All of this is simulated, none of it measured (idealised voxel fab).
The name of this process module is voxel wiring stack.
The width of the displayed cross-section, cut, is 280 nm; its cells are square, with a size of 5 nm.
Bands, listed from the top down, are how a cross-section gets written in this document; the cross-section itself is a grid of square cells, and a band is one or more rows of them. What a band's entry tells you: where the top is and where the bottom is, as heights in nm, and after that what lies inside, material by material from left to right, each with its width in nm. Empty space is written as the word "empty", and a single material marked with the word "throughout" occupies the band from edge to edge. Heights from 0 (as-received wafer is one material below). Bottom band endless downward, as "0 and below". It should be noted that a width expressed as "30->40" varies in equal increments from row to row of cells within the band, taking the value of the first number at the top row and that of the second number at the bottom row. "nothing was modified", as given for a step, is the statement that not any cell of the cross-section underwent a change during that step. Entry "Closed internal cavities" = empty spaces >= 8 cells with no open way to the top; each as width x height at distance, distance from left edge, all nm. Heads up: the bit after the settings on a step's line is the simulator's remark on that step. You can add "overlay nm" to a step's line. For a step with a mask, it describes how far the mask lay to the right of its planned position, and a negative number describes a lay to the left.
Intended process steps:
step 1: op RECEIVE | material Si
step 2: op CONFORMAL_DEP | material SiO2 | thk nm 15
step 3: op CONFORMAL_DEP | material SiN | thk nm 5
step 4: op DIRECTIONAL_DEP | material lowk | thk nm 20
step 5: op DIRECTIONAL_DEP | material aC | thk nm 10
step 6: op PATTERN | tone open | mask id METAL_1 | material resist | width nm 25 | pitch nm 45 | thk nm 25 | overlay nm 0
step 7: op DIRECTIONAL_ETCH | etch materials aC | depth nm 10
step 8: op STRIP | etch materials resist
step 9: op DIRECTIONAL_ETCH | etch materials lowk | depth nm 20
step 10: op DIRECTIONAL_ETCH | etch materials SiN | depth nm 5
step 11: op STRIP | etch materials aC
step 12: op CONFORMAL_DEP | material TiN | thk nm 5
step 13: op FILL_DEP | material Ru | thk nm 5
step 14: op CMP | height nm 40
step 15: op CONFORMAL_DEP | material SiCN | thk nm 5
step 16: op DIRECTIONAL_DEP | material lowk | thk nm 10
step 17: op MASKED_ETCH | tone open | mask id PLUG_1 | width nm 15 | pitch nm 45 | etch materials lowk | depth nm 10 | overlay nm -15
step 18: op MASKED_ETCH | tone open | mask id PLUG_1 | width nm 15 | pitch nm 45 | etch materials SiCN | depth nm 5 | overlay nm 0
step 19: op EPI | material Ru | thk nm 10
step 20: op EPI | material Ru | thk nm 5
step 21: op CONFORMAL_DEP | material SiN | thk nm 5
step 22: op DIRECTIONAL_DEP | material SiO2 | thk nm 15
step 23: op PATTERN | tone open | mask id METAL_2 | material resist | width nm 25 | pitch nm 45 | thk nm 20 | overlay nm 0
step 24: op DIRECTIONAL_ETCH | etch materials SiO2 | depth nm 15
step 25: op DIRECTIONAL_ETCH | etch materials SiN | depth nm 5
step 26: op STRIP | etch materials resist
step 27: op CONFORMAL_DEP | material TiN | thk nm 5
step 28: op FILL_DEP | material Cu | thk nm 5
step 29: op CMP | height nm 75
step 30: op CONFORMAL_DEP | material SiN | thk nm 5
Variable across wafers: step 17 overlay nm (plan value is that of the first wafer; starting state common to all).
Cross-section of the first of several received wafers, showing its state after step 1:
- 0 and below | Si throughout
- Closed internal cavities: none
Take a look at the first of several wafers in cross-section: the module is done, and step 30 was its last step:
- 80 down to 75 | SiN throughout
- 75 down to 65 | 70 SiO2 / 5 TiN / 5 SiO2 / 5 TiN / 15 Cu / 5 TiN / 10 SiO2 / 5 TiN / 5 SiO2 / 5 TiN / 15 Cu / 5 TiN / 10 SiO2 / 5 TiN / 5 SiO2 / 5 TiN / 15 Cu / 5 TiN / 85 SiO2
- 65 down to 60 | 80 SiO2 / 5 TiN / 15 Cu / 5 TiN / 20 SiO2 / 5 TiN / 15 Cu / 5 TiN / 20 SiO2 / 5 TiN / 15 Cu / 5 TiN / 85 SiO2
- 60 down to 55 | 70 SiN / 5 SiO2 / 5 SiN / 25 TiN / 10 SiN / 5 SiO2 / 5 SiN / 25 TiN / 10 SiN / 5 SiO2 / 5 SiN / 25 TiN / 85 SiN
- 55 down to 50 | 65 lowk / 5 SiN / 5 SiO2 / 5 SiN / 30 lowk / 5 SiN / 5 SiO2 / 5 SiN / 30 lowk / 5 SiN / 5 SiO2 / 5 SiN / 110 lowk
- 50 down to 45 | 65 lowk / 15 SiN / 30 lowk / 15 SiN / 30 lowk / 15 SiN / 110 lowk
- 45 down to 40 | SiCN throughout
- 40 down to 20 | 80 lowk / 5 TiN / 15 Ru / 5 TiN / 20 lowk / 5 TiN / 15 Ru / 5 TiN / 20 lowk / 5 TiN / 15 Ru / 5 TiN / 85 lowk
- 20 down to 15 | 80 SiN / 25 TiN / 20 SiN / 25 TiN / 20 SiN / 25 TiN / 85 SiN
- 15 down to 0 | SiO2 throughout
- 0 and below | Si throughout
- Closed internal cavities: none
The module's end: a cross-section of the last wafer:
- 80 down to 75 | SiN throughout
- 75 down to 60 | 80 SiO2 / 5 TiN / 15 Cu / 5 TiN / 20 SiO2 / 5 TiN / 15 Cu / 5 TiN / 20 SiO2 / 5 TiN / 15 Cu / 5 TiN / 85 SiO2
- 60 down to 55 | 80 SiN / 25 TiN / 20 SiN / 25 TiN / 20 SiN / 25 TiN / 85 SiN
- 55 down to 45 | 95 lowk / 5 SiN / 5 TiN / 5 SiN / 30 lowk / 5 SiN / 5 TiN / 5 SiN / 30 lowk / 5 SiN / 5 TiN / 5 SiN / 80 lowk
- 45 down to 40 | SiCN throughout
- 40 down to 20 | 80 lowk / 5 TiN / 15 Ru / 5 TiN / 20 lowk / 5 TiN / 15 Ru / 5 TiN / 20 lowk / 5 TiN / 15 Ru / 5 TiN / 85 lowk
- 20 down to 15 | 80 SiN / 25 TiN / 20 SiN / 25 TiN / 20 SiN / 25 TiN / 85 SiN
- 15 down to 0 | SiO2 throughout
- 0 and below | Si throughout
- Closed internal cavities: none
Table: wafers, a row each; end-of-module cell change per material since receipt, gain (+), loss (-); then closed voids:
overlay nm -15, +27 Cu, +36 Ru, +56 SiCN, +150 SiN, +291 SiO2, +78 TiN, +258 lowk, Closed internal cavities: none
overlay nm -10, +27 Cu, +57 Ru, +53 SiCN, +138 SiN, +291 SiO2, +72 TiN, +258 lowk, Closed internal cavities: none
overlay nm -5, +27 Cu, +60 Ru, +50 SiCN, +138 SiN, +291 SiO2, +72 TiN, +258 lowk, Closed internal cavities: none
overlay nm 0, +27 Cu, +63 Ru, +47 SiCN, +138 SiN, +291 SiO2, +72 TiN, +258 lowk, Closed internal cavities: none
overlay nm 5, +27 Cu, +60 Ru, +50 SiCN, +138 SiN, +291 SiO2, +72 TiN, +258 lowk, Closed internal cavities: none
overlay nm 10, +27 Cu, +57 Ru, +53 SiCN, +138 SiN, +291 SiO2, +72 TiN, +258 lowk, Closed internal cavities: none
overlay nm 15, +27 Cu, +36 Ru, +56 SiCN, +150 SiN, +291 SiO2, +78 TiN, +258 lowk, Closed internal cavities: none
